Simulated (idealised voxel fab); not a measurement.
Herein follows the process module entitled voxel released beams.
We display cut, a cross-section 280 nm in width whose square cells are each 5 nm.
Format of a cross-section: grid, square cells. Given as bands. Order: top down. Band: one or more rows of cells. Basically the band line says how high the top is and how high the bottom is, in nm, and then what's in it from left to right, every material with its width in nm. Empty space shows up as "air", and if a single material carries "all across" it runs the full band edge to edge. Ref level 0: as-received wafer is one material below here. Bottom band extends down with no lower bound ("0 down"). It should be noted that a width expressed as "30..40" varies in equal increments from row to row of cells within the band, taking the value of the first number at the top row and that of the second number at the bottom row. Step note "nothing changed" = no cross-section cell changed. Listed in "Non-vented voids": every empty space of 8 or more cells without an open way to the top. Form: width x height at distance, the distance being from the left edge, all in nm. Note: text after step settings on the step line = simulator remark on that step. The line of a step may include "overlay nm". On a step with a mask, this value is how far to the right of its planned place the mask lay. A negative value means the mask lay to the left.

# Set out below are the planned steps of the process
step 1: RECEIVE (material Si)
step 2: CONFORMAL_DEP (material SiN; thk nm 10)
step 3: DIRECTIONAL_DEP (material SiO2; thk nm 15)
step 4: MASKED_ETCH (tone open; mask id ANCHOR; width nm 30; etch materials SiO2; depth nm 15; overlay nm 0)
step 5: CONFORMAL_DEP (material W; thk nm 10)
step 6: DIRECTIONAL_DEP (material aC; thk nm 10)
step 7: PATTERN (tone cover; mask id BEAM; material resist; width nm 85; thk nm 30; overlay nm 0)
step 8: DIRECTIONAL_ETCH (etch materials aC; depth nm 10)
step 9: STRIP (etch materials resist)
step 10: DIRECTIONAL_ETCH (etch materials W; depth nm 10)
step 11: STRIP (etch materials aC)
step 12: STRIP (etch materials SiO2)

# The first of a set of two wafers, run to plan

# Here's what the wafer looked like in cross-section when it arrived - that's after step 1
	0 down: Si all across
	Non-vented voids: none

# After step 2: wafer cross-section
	10 to 0: SiN all across
	No changes below 0.

# After step 3: wafer cross-section
	25 to 10: SiO2 all across
	No changes below 10.

# After step 4: wafer cross-section
	25 to 10: SiO2=100  air=30  SiO2=150
	No changes below 10.

# After step 5: wafer cross-section
	35 to 25: W=110  air=10  W=160
	25 to 20: SiO2=100  W=10  air=10  W=10  SiO2=150
	20 to 10: SiO2=100  W=30  SiO2=150
	No changes below 10.

# After step 6: wafer cross-section
	45 to 35: aC=110  air=10  aC=160
	35 to 30: W=110  air=10  W=160
	30 to 25: W=110  aC=10  W=160
	25 to 20: SiO2=100  W=10  aC=10  W=10  SiO2=150
	No changes below 20.

# After step 7: wafer cross-section
	75 to 45: air=95  resist=85  air=100
	45 to 35: aC=110  resist=10  aC=160
	35 to 30: W=110  resist=10  W=160
	No changes below 30.

# After step 8: wafer cross-section
	65 to 45: air=95  resist=85  air=100
	45 to 35: air=95  aC=15  resist=10  aC=60  air=100
	No changes below 35.

# After step 9: wafer cross-section
	45 to 35: air=95  aC=15  air=10  aC=60  air=100
	35 to 30: W=110  air=10  W=160
	No changes below 30.

# After step 10: wafer cross-section
	45 to 35: air=95  aC=15  air=10  aC=60  air=100
	35 to 30: air=95  W=15  air=10  W=60  air=100
	30 to 25: air=95  W=15  aC=10  W=60  air=100
	No changes below 25.

# After step 11: wafer cross-section
	35 to 25: air=95  W=15  air=10  W=60  air=100
	25 to 20: SiO2=100  W=10  air=10  W=10  SiO2=150
	No changes below 20.

# After step 12: wafer cross-section
	35 to 25: air=95  W=15  air=10  W=60  air=100
	25 to 20: air=100  W=10  air=10  W=10  air=150
	20 to 10: air=100  W=30  air=150
	No changes below 10.

# Second wafer - shared start and plan with the first - one error in running - same as the first up to step 1 inclusive

# The second wafer cut through, at the time step 2 was supposed to be finished
	10 to 0: SiO2 all across
	No changes below 0.

# The second wafer cut through, at the time step 3 was supposed to be finished
	25 to 0: SiO2 all across
	No changes below 0.

# The second wafer cut through, at the time step 4 was supposed to be finished
	25 to 10: SiO2=100  air=30  SiO2=150
	No changes below 10.

# The second wafer cut through, at the time step 5 was supposed to be finished
	35 to 25: W=110  air=10  W=160
	25 to 20: SiO2=100  W=10  air=10  W=10  SiO2=150
	20 to 10: SiO2=100  W=30  SiO2=150
	No changes below 10.

# The second wafer cut through, at the time step 6 was supposed to be finished
	45 to 35: aC=110  air=10  aC=160
	35 to 30: W=110  air=10  W=160
	30 to 25: W=110  aC=10  W=160
	25 to 20: SiO2=100  W=10  aC=10  W=10  SiO2=150
	No changes below 20.

# The second wafer cut through, at the time step 7 was supposed to be finished
	75 to 45: air=95  resist=85  air=100
	45 to 35: aC=110  resist=10  aC=160
	35 to 30: W=110  resist=10  W=160
	No changes below 30.

# The second wafer cut through, at the time step 8 was supposed to be finished
	65 to 45: air=95  resist=85  air=100
	45 to 35: air=95  aC=15  resist=10  aC=60  air=100
	No changes below 35.

# The second wafer cut through, at the time step 9 was supposed to be finished
	45 to 35: air=95  aC=15  air=10  aC=60  air=100
	35 to 30: W=110  air=10  W=160
	No changes below 30.

# The second wafer cut through, at the time step 10 was supposed to be finished
	45 to 35: air=95  aC=15  air=10  aC=60  air=100
	35 to 30: air=95  W=15  air=10  W=60  air=100
	30 to 25: air=95  W=15  aC=10  W=60  air=100
	No changes below 25.

# The second wafer cut through, at the time step 11 was supposed to be finished
	35 to 25: air=95  W=15  air=10  W=60  air=100
	25 to 20: SiO2=100  W=10  air=10  W=10  SiO2=150
	No changes below 20.

# The second wafer cut through, at the time step 12 was supposed to be finished
	0 down: Si all across
What went wrong in running the wafer? step 2, actual vs plan mismatch, actual run CONFORMAL_DEP (material SiO2; thk nm 10)
Looking at both finished wafers in cells, the second ends up ahead of or behind the first on some materials: SiN -112; W -46
